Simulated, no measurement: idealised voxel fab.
The process module presented herein is designated voxel wiring stack.
Each square cell in cross-section cut measures 5 nm, and the section as a whole is 195 nm wide.
Cross-section = grid of square cells, listed top down in bands; band = one or more rows. This entry defines a band. It first specifies the height of the band's top and the height of its bottom in nm, and then specifies the band's materials from left to right, stating each material with its width in nm. The word "edge to edge" identifies a single material that fills the band from edge to edge, while the word "blank" identifies empty space. Below 0: as-received wafer, all one material; heights counted from there. Lowest band: no bottom, goes on down, written "top 0, no bottom". The expression "30..40" gives the width at the extremes of the band, the first number at its top row of cells and the second at its bottom row, with the width changing by equal amounts from each row to the next in between. The designation "nothing altered", where it is given for a processing step, indicates that no cell of the cross-section was altered in the course of that step. "Sealed internal cavities" lists enclosed empty spaces (at least 8 cells, no open path upward to the top), each as width x height at distance from the left edge, in nm. What comes after the settings on a step's line is commentary from the simulator itself on that step. On any step carrying a mask, the "overlay nm" setting, if present on the step's line, tells how far right of its planned place the mask lay; negative values point to the left.

Intended process steps
step 1: RECEIVE,material Si
step 2: CONFORMAL_DEP,material SiO2,thk nm 10
step 3: CONFORMAL_DEP,material SiCN,thk nm 5
step 4: DIRECTIONAL_DEP,material SiO2,thk nm 15
step 5: PATTERN,tone open,mask id METAL_1,material resist,width nm 25,pitch nm 55,thk nm 15,overlay nm 0
step 6: DIRECTIONAL_ETCH,etch materials SiO2,depth nm 15
step 7: DIRECTIONAL_ETCH,etch materials SiCN,depth nm 5
step 8: STRIP,etch materials resist
step 9: CONFORMAL_DEP,material TiN,thk nm 5
step 10: FILL_DEP,material W,thk nm 5
step 11: CMP,height nm 30
step 12: CONFORMAL_DEP,material SiCN,thk nm 5
step 13: DIRECTIONAL_DEP,material lowk,thk nm 15
step 14: PATTERN,tone open,mask id PLUG_1,material resist,width nm 15,pitch nm 55,thk nm 15,overlay nm 0
step 15: DIRECTIONAL_ETCH,etch materials lowk,depth nm 15
step 16: DIRECTIONAL_ETCH,etch materials SiCN,depth nm 5
step 17: STRIP,etch materials resist
step 18: CONFORMAL_DEP,material TiN,thk nm 5
step 19: FILL_DEP,material Ru,thk nm 10
step 20: CMP,height nm 50
step 21: DIRECTIONAL_DEP,material TiN,thk nm 5
step 22: DIRECTIONAL_DEP,material W,thk nm 15
step 23: DIRECTIONAL_DEP,material aC,thk nm 10
step 24: PATTERN,tone cover,mask id METAL_2,material resist,width nm 25,pitch nm 55,thk nm 25,overlay nm 0
step 25: DIRECTIONAL_ETCH,etch materials aC,depth nm 10
step 26: STRIP,etch materials resist
step 27: DIRECTIONAL_ETCH,etch materials W,depth nm 15
step 28: DIRECTIONAL_ETCH,etch materials TiN,depth nm 5
step 29: STRIP,etch materials aC
step 30: CONFORMAL_DEP,material SiN,thk nm 5
step 31: FILL_DEP,material SiO2,thk nm 5
step 32: CMP,height nm 70
step 33: CONFORMAL_DEP,material SiCN,thk nm 5
step 34: DIRECTIONAL_DEP,material lowk,thk nm 25
step 35: MASKED_ETCH,tone open,mask id METAL_3_HOLES,width nm 15,etch materials lowk,depth nm 25,overlay nm 0
step 36: PATTERN,tone open,mask id METAL_3,material resist,width nm 25,pitch nm 55,thk nm 20,overlay nm 0
step 37: DIRECTIONAL_ETCH,etch materials lowk,depth nm 15
step 38: DIRECTIONAL_ETCH,etch materials SiCN,depth nm 5
step 39: STRIP,etch materials resist
step 40: CONFORMAL_DEP,material TiN,thk nm 5
step 41: FILL_DEP,material Cu,thk nm 10
step 42: CMP,height nm 100
step 43: CONFORMAL_DEP,material SiCN,thk nm 5

The cross-section here shows the wafer as received, i.e. in its state after step 1
> top 0, no bottom = Si edge to edge
> Sealed internal cavities: none

End-of-module cross-section of the first of two wafers, processed as planned
> top 105, bottom 100 = SiCN edge to edge
> top 100, bottom 90 = 55 nm lowk; 5 nm TiN; 15 nm Cu; 5 nm TiN; 30 nm lowk; 5 nm TiN; 15 nm Cu; 5 nm TiN; 60 nm lowk
> top 90, bottom 85 = 55 nm lowk; 5 nm TiN; 5 nm Cu; 15 nm TiN; 30 nm lowk; 25 nm TiN; 60 nm lowk
> top 85, bottom 75 = 55 nm lowk; 5 nm TiN; 5 nm Cu; 5 nm TiN; 125 nm lowk
> top 75, bottom 70 = 55 nm SiCN; 15 nm TiN; 125 nm SiCN
> top 70, bottom 55 = 50 nm SiO2; 5 nm SiN; 25 nm W; 5 nm SiN; 20 nm SiO2; 5 nm SiN; 25 nm W; 5 nm SiN; 55 nm SiO2
> top 55, bottom 50 = 55 nm SiN; 25 nm TiN; 30 nm SiN; 25 nm TiN; 60 nm SiN
> top 50, bottom 35 = 55 nm lowk; 5 nm TiN; 5 nm Ru; 5 nm TiN; 40 nm lowk; 5 nm TiN; 5 nm Ru; 5 nm TiN; 70 nm lowk
> top 35, bottom 30 = 55 nm SiCN; 15 nm TiN; 40 nm SiCN; 15 nm TiN; 70 nm SiCN
> top 30, bottom 15 = 55 nm SiO2; 5 nm TiN; 15 nm W; 5 nm TiN; 30 nm SiO2; 5 nm TiN; 15 nm W; 5 nm TiN; 60 nm SiO2
> top 15, bottom 10 = 55 nm SiCN; 25 nm TiN; 30 nm SiCN; 25 nm TiN; 60 nm SiCN
> top 10, bottom 0 = SiO2 edge to edge
> top 0, no bottom = Si edge to edge
> Sealed internal cavities: none

This cross-section belongs to the second wafer of two at the end of the module; the start and the plan were shared with the first, and the run included one mistake
> top 105, bottom 100 = SiCN edge to edge
> top 100, bottom 90 = 55 nm lowk; 5 nm TiN; 15 nm Cu; 5 nm TiN; 30 nm lowk; 5 nm TiN; 15 nm Cu; 5 nm TiN; 60 nm lowk
> top 90, bottom 85 = 55 nm lowk; 5 nm TiN; 5 nm Cu; 15 nm TiN; 30 nm lowk; 25 nm TiN; 60 nm lowk
> top 85, bottom 75 = 55 nm lowk; 5 nm TiN; 5 nm Cu; 5 nm TiN; 125 nm lowk
> top 75, bottom 70 = 55 nm SiCN; 15 nm TiN; 125 nm SiCN
> top 70, bottom 65 = 55 nm SiN; 25 nm TiN; 30 nm SiN; 25 nm TiN; 60 nm SiN
> top 65, bottom 55 = Ru edge to edge
> top 55, bottom 50 = 60 nm TiN; 5 nm Ru; 50 nm TiN; 5 nm Ru; 75 nm TiN
> top 50, bottom 35 = 55 nm lowk; 5 nm TiN; 5 nm Ru; 5 nm TiN; 40 nm lowk; 5 nm TiN; 5 nm Ru; 5 nm TiN; 70 nm lowk
> top 35, bottom 30 = 55 nm SiCN; 15 nm TiN; 40 nm SiCN; 15 nm TiN; 70 nm SiCN
> top 30, bottom 15 = 55 nm SiO2; 5 nm TiN; 15 nm W; 5 nm TiN; 30 nm SiO2; 5 nm TiN; 15 nm W; 5 nm TiN; 60 nm SiO2
> top 15, bottom 10 = 55 nm SiCN; 25 nm TiN; 30 nm SiCN; 25 nm TiN; 60 nm SiCN
> top 10, bottom 0 = SiO2 edge to edge
> top 0, no bottom = Si edge to edge
> Sealed internal cavities: none
Where did the run depart from the plan? step 20 of the plan was omitted and not executed
Upon completion, the second wafer contains, in terms of cells, a greater or smaller amount of certain materials than the first wafer: +80 Ru; -12 SiN; -75 SiO2; +37 TiN; -30 W
